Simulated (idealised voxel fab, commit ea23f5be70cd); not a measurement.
The following is a process module called voxel self aligned contacts.
For reference, the cross-section in this document is cut, with width 245 nm and square cells of 5 nm.
For the purposes of this document, a cross-section shall be understood as a grid of square cells, specified as bands listed in top-to-bottom order, each band consisting of one or more rows of cells. The band entry comprises the height of the band's top followed by the height of its bottom, expressed in nm, and subsequently the band's materials from left to right, each stated together with its width in nm. Where a single material is marked with the word "all across", that material fills the band from edge to edge. The word "air" represents empty space. Ref level 0: as-received wafer is one material below here. Bottom band extends down with no lower bound ("z 0 and below"). Read "30->40" as a graded width: first number on top, second number at the bottom, same change between each pair of neighbouring rows. Given "no modification" for a step, no cell of the cross-section differs between before and after that step. So "Non-vented voids" is basically the list of trapped voids: any empty space of 8 cells or more that can't reach the top through an opening. They're written width x height at distance, the distance being from the left edge, and it's all nm. Anything after a step's settings on that line? It's the simulator's own note about the step. overlay nm: step with mask; distance mask lay right of planned place; negative value = left of planned place.
[Below is the list of planned process steps]
| 1 | RECEIVE,material Si |
| 2 | CONFORMAL_DEP,material SiO2,thk nm 5 |
| 3 | DIRECTIONAL_DEP,material polySi,thk nm 30 |
| 4 | DIRECTIONAL_DEP,material SiN,thk nm 20 |
| 5 | PATTERN,tone cover,mask id GATE,material resist,width nm 30,pitch nm 70,thk nm 20,overlay nm 0 |
| 6 | DIRECTIONAL_ETCH,etch materials SiN,depth nm 20 |
| 7 | DIRECTIONAL_ETCH,etch materials polySi,depth nm 30 |
| 8 | STRIP,etch materials resist |
| 9 | CONFORMAL_DEP,material SiN,thk nm 10 |
| 10 | DIRECTIONAL_ETCH,etch materials SiN,depth nm 10 |
| 11 | FILL_DEP,material SiO2,thk nm 10 |
| 12 | CMP,height nm 60 |
| 13 | PATTERN,tone open,mask id CONTACT,material resist,width nm 40,pitch nm 70,thk nm 20,overlay nm 0 |
| 14 | DIRECTIONAL_ETCH,etch materials SiO2,depth nm 60 |
| 15 | STRIP,etch materials resist |
| 16 | CONFORMAL_DEP,material TiN,thk nm 5 |
| 17 | FILL_DEP,material Ru,thk nm 5 |
| 18 | CMP,height nm 60 |
| 19 | CONFORMAL_DEP,material SiCN,thk nm 5 |
For clarity, it should be stated that the wafers under discussion commence in an identical condition and differ with respect to the width nm of step 13, the plan indicating the value that the first wafer had.
[The first of several wafers in cross-section, exactly as it reached us after step 1]
z 0 and below  Si all across
Non-vented voids: none
[First of several wafers, sectioned at end of module (last step: step 19)]
z 65 to 60  SiCN all across
z 60 to 55  65 nm SiO2, then 15 nm TiN, then 10 nm Ru, then 15 nm TiN, then 30 nm SiO2, then 15 nm TiN, then 10 nm Ru, then 15 nm TiN, then 70 nm SiO2
z 55 to 35  25 nm SiO2, then 50 nm SiN, then 5 nm TiN, then 10 nm Ru, then 5 nm TiN, then 50 nm SiN, then 5 nm TiN, then 10 nm Ru, then 5 nm TiN, then 50 nm SiN, then 30 nm SiO2
z 35 to 5  25 nm SiO2, then 10 nm SiN, then 30 nm polySi, then 10 nm SiN, then 5 nm TiN, then 10 nm Ru, then 5 nm TiN, then 10 nm SiN, then 30 nm polySi, then 10 nm SiN, then 5 nm TiN, then 10 nm Ru, then 5 nm TiN, then 10 nm SiN, then 30 nm polySi, then 10 nm SiN, then 30 nm SiO2
z 5 to 0  75 nm SiO2, then 20 nm TiN, then 50 nm SiO2, then 20 nm TiN, then 80 nm SiO2
z 0 and below  Si all across
Non-vented voids: none
[Cross-section of the last wafer at end of module]
z 65 to 60  SiCN all across
z 60 to 55  60 nm SiO2, then 20 nm TiN, then 10 nm Ru, then 25 nm TiN, then 15 nm SiO2, then 20 nm TiN, then 10 nm Ru, then 25 nm TiN, then 60 nm SiO2
z 55 to 35  25 nm SiO2, then 50 nm SiN, then 5 nm TiN, then 10 nm Ru, then 5 nm TiN, then 50 nm SiN, then 5 nm TiN, then 10 nm Ru, then 5 nm TiN, then 50 nm SiN, then 30 nm SiO2
z 35 to 5  25 nm SiO2, then 10 nm SiN, then 30 nm polySi, then 10 nm SiN, then 5 nm TiN, then 10 nm Ru, then 5 nm TiN, then 10 nm SiN, then 30 nm polySi, then 10 nm SiN, then 5 nm TiN, then 10 nm Ru, then 5 nm TiN, then 10 nm SiN, then 30 nm polySi, then 10 nm SiN, then 30 nm SiO2
z 5 to 0  75 nm SiO2, then 20 nm TiN, then 50 nm SiO2, then 20 nm TiN, then 80 nm SiO2
z 0 and below  Si all across
Non-vented voids: none
[Quick key for the table: a row per wafer, taken at the end of the module. For each material it tells you how many cells the wafer gained (+) or lost (-) since it came in, and the closed voids come after]
width nm 40, +44 Ru, +49 SiCN, +192 SiN, +184 SiO2, +60 TiN, +108 polySi, Non-vented voids: none
width nm 45, +44 Ru, +49 SiCN, +192 SiN, +182 SiO2, +62 TiN, +108 polySi, Non-vented voids: none
width nm 50, +44 Ru, +49 SiCN, +192 SiN, +180 SiO2, +64 TiN, +108 polySi, Non-vented voids: none
width nm 55, +44 Ru, +49 SiCN, +192 SiN, +178 SiO2, +66 TiN, +108 polySi, Non-vented voids: none
